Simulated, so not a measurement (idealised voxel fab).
The following is a process module called voxel tone inversion.
Xsec cut, 210 nm wide, square cell size 5 nm.
Notation: cross-section as square-cell grid; stated in bands, top first, going down; one or more cell rows per band. The entry gives the band's vertical extent as a top height and a bottom height in nm, then its horizontal make-up as materials from left to right, each with a width in nm. "empty" stands for empty space; a single material marked "edge to edge" fills the band edge to edge. Measure heights from 0. That's the level where, below it, the as-received wafer is all one material. The lowest band is bottomless and extends downward; write it as in "0 -> down". The expression "30 to 40" gives the width at the extremes of the band, the first number at its top row of cells and the second at its bottom row, with the width changing by equal amounts from each row to the next in between. "no alterations made" -> step changed no cross-section cell. In "Sealed voids" the enclosed voids are listed, meaning empty spaces of 8 cells or larger without any opening to the top. The form is width x height at distance, distance from the left edge, units nm. Step line, after settings: the simulator's comment on this step. When a step includes a mask, the "overlay nm" setting on its line states how far to the right of its planned place that mask lay, and negative values state how far to the left.
Below is the list of planned process steps:
1 op RECEIVE | material Si
2 op CONFORMAL_DEP | material SiCN | thk nm 5
3 op DIRECTIONAL_DEP | material aC | thk nm 25
4 op PATTERN | tone cover | mask id POSTS | material resist | width nm 15 | pitch nm 40 | thk nm 30 | overlay nm 0
5 op DIRECTIONAL_ETCH | etch materials aC | depth nm 25
6 op STRIP | etch materials resist
7 op FILL_DEP | material lowk | thk nm 5
8 op CMP | height nm 30
9 op STRIP | etch materials aC
10 op CONFORMAL_DEP | material TiN | thk nm 5
11 op FILL_DEP | material Ru | thk nm 10
12 op CMP | height nm 30
13 op CONFORMAL_DEP | material SiCN | thk nm 5
Here's what the wafer looked like in cross-section when it arrived - that's after step 1:
* 0 -> down = Si edge to edge
* Sealed voids: none
The plan above was carried out on the starting structure above with one mistake, and this cross-section shows the wafer at the end of the module:
* 35 -> 30 = SiCN edge to edge
* 30 -> 20 = lowk 75, TiN 5, Ru 5, TiN 5, lowk 25, TiN 5, Ru 5, TiN 5, lowk 80
* 20 -> 15 = lowk 75, TiN 15, lowk 25, TiN 15, lowk 80
* 15 -> 0 = SiCN edge to edge
* 0 -> down = Si edge to edge
* Sealed voids: none
Error vs. plan: so step 2 ended up running with a different setting than we planned, it ran as op CONFORMAL_DEP | material SiCN | thk nm 15
